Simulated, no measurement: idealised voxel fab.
Documented hereafter: the process module known as voxel gate over fins.
The width of the displayed cross-section, cut, is 225 nm; its cells are square, with a size of 5 nm.
Cross-section spec: square-cell grid; bands listed top down; each band is one or more rows. Top height, bottom height, nm. Materials left to right, width each, nm. Single material + "everywhere" = fills band edge to edge. "empty" = empty. Below 0: as-received wafer, all one material; heights counted from there. Lowest band: no bottom, goes on down, written "0 nm and below". Quick explanation for "30->40": the width changes in equal steps down the rows of cells, from the first number in the band's top row to the second number in its bottom row. "no change occurred" means the step left every cell of the cross-section as it was. "Sealed-off cavities" contains a list of empty spaces, each no smaller than 8 cells and without an open way to the top, written in the form width x height at distance with the distance from the left edge and all three in nm. Read whatever lies past the settings on a step's line as the simulator's own remark about the step. The optional step-line setting "overlay nm" applies to steps with a mask and quantifies how far to the right of its planned location the mask lay, a negative value indicating leftward placement.
**Here's what the planned process steps look like**
1: RECEIVE,material Si
2: CONFORMAL_DEP,material SiN,thk nm 5
3: PATTERN,tone cover,mask id FINS,material resist,width nm 15,pitch nm 35,thk nm 15,overlay nm 0
4: DIRECTIONAL_ETCH,etch materials SiN,depth nm 5
5: DIRECTIONAL_ETCH,etch materials Si,depth nm 40
6: STRIP,etch materials resist
7: OXIDIZE,depth nm 5
8: FILL_DEP,material SiO2,thk nm 15
9: CMP,height nm 5
10: SELECTIVE_ETCH,etch materials SiO2,depth nm 20
11: STRIP,etch materials SiN
12: CONFORMAL_DEP,material HfO2,thk nm 5
13: CONFORMAL_DEP,material TiN,thk nm 5
14: FILL_DEP,material W,thk nm 15
15: CMP,height nm 10
16: CONFORMAL_DEP,material SiCN,thk nm 5
varied across the wafers: height nm of step 15. The plan shows the first wafer's value. All wafers start alike
**The first of several wafers in cross-section, exactly as it reached us after step 1**
> 0 nm and below | Si everywhere
> Sealed-off cavities: none
**End of module, by wafer: material-by-material cell gain (+) or loss (-) since receipt, then closed voids**
height nm 10, +63 HfO2, -378 Si, +45 SiCN, +252 SiO2, +63 TiN, +90 W, Sealed-off cavities: none
height nm 15, +63 HfO2, -378 Si, +45 SiCN, +252 SiO2, +63 TiN, +135 W, Sealed-off cavities: none
height nm 20, +63 HfO2, -378 Si, +45 SiCN, +252 SiO2, +63 TiN, +180 W, Sealed-off cavities: none
height nm 25, +63 HfO2, -378 Si, +45 SiCN, +252 SiO2, +63 TiN, +225 W, Sealed-off cavities: none
